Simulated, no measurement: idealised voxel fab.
The name of this process module is voxel ribs on slabs.
235 nm wide, 5 nm square cells: that's cross-section cut.
For the purposes of this document, a cross-section shall be understood as a grid of square cells, specified as bands listed in top-to-bottom order, each band consisting of one or more rows of cells.
Look at the band entry: it leads with the top's height and the bottom's height in nm. Then it lists the materials left to right, with a width in nm for each. The word "everywhere" on a single material says that material fills the band edge to edge. The word "air" is empty space.
Beneath 0, the wafer as received is one material, and that level is where height counting begins. The lowest band goes on downward without a bottom; it is written like "0 and below".
Think of "30->40" as a width that walks from the first number to the second as you go down the band, top row to bottom row, taking equal-sized steps from row to row.
Basically "remains unaltered" means that step didn't change any cell in the cross-section.
You'll see "Sealed-off cavities" listing empty spaces that have no way open to the top, as long as they're 8 cells or more; the notation is width x height at distance, where the distance is from the left edge, and all of it is in nm.
Anything after a step's settings on that line? It's the simulator's own note about the step.
The optional step-line setting "overlay nm" applies to steps with a mask and quantifies how far to the right of its planned location the mask lay, a negative value indicating leftward placement.

Steps planned for the process
| 1 | op RECEIVE | material Si |
| 2 | op DIRECTIONAL_DEP | material SiO2 | thk nm 20 |
| 3 | op DIRECTIONAL_DEP | material SiN | thk nm 20 |
| 4 | op PATTERN | tone cover | mask id RIB | material resist | width nm 25 | thk nm 20 | overlay nm 0 |
| 5 | op DIRECTIONAL_ETCH | etch materials SiN | depth nm 15 |
| 6 | op STRIP | etch materials resist |
| 7 | op DIRECTIONAL_DEP | material aC | thk nm 15 |
| 8 | op PATTERN | tone cover | mask id SLAB | material resist | width nm 65 | thk nm 35 | overlay nm 0 |
| 9 | op DIRECTIONAL_ETCH | etch materials aC | depth nm 15 |
| 10 | op STRIP | etch materials resist |
| 11 | op DIRECTIONAL_ETCH | etch materials SiN | depth nm 5 |
| 12 | op STRIP | etch materials aC |
| 13 | op FILL_DEP | material SiO2 | thk nm 25 |
| 14 | op CMP | height nm 65 |
| 15 | op DIRECTIONAL_DEP | material W | thk nm 5 |
| 16 | op MASKED_ETCH | tone cover | mask id HEATER | width nm 35 | etch materials W | depth nm 5 | overlay nm 0 |
| 17 | op CONFORMAL_DEP | material SiO2 | thk nm 5 |
Among the wafers covered here, the point of difference is the thk nm at step 2; their starting state is shared, and the plan presents the value of the first wafer.

As-received state after step 1, first of several wafers, cross-section
	0 and below  Si everywhere
	Sealed-off cavities: none

Each row below is a wafer at the end of the module, listing for every material the number of cells it has gained (+) or lost (-) since it was received, followed by its closed voids
thk nm 20 | +28 SiN | +632 SiO2 | +7 W | Sealed-off cavities: none
thk nm 25 | +28 SiN | +632 SiO2 | +7 W | Sealed-off cavities: none
thk nm 30 | +28 SiN | +632 SiO2 | +7 W | Sealed-off cavities: none
thk nm 35 | +28 SiN | +632 SiO2 | +7 W | Sealed-off cavities: none
thk nm 40 | +28 SiN | +632 SiO2 | +7 W | Sealed-off cavities: none
thk nm 45 | +28 SiN | +632 SiO2 | +7 W | Sealed-off cavities: none
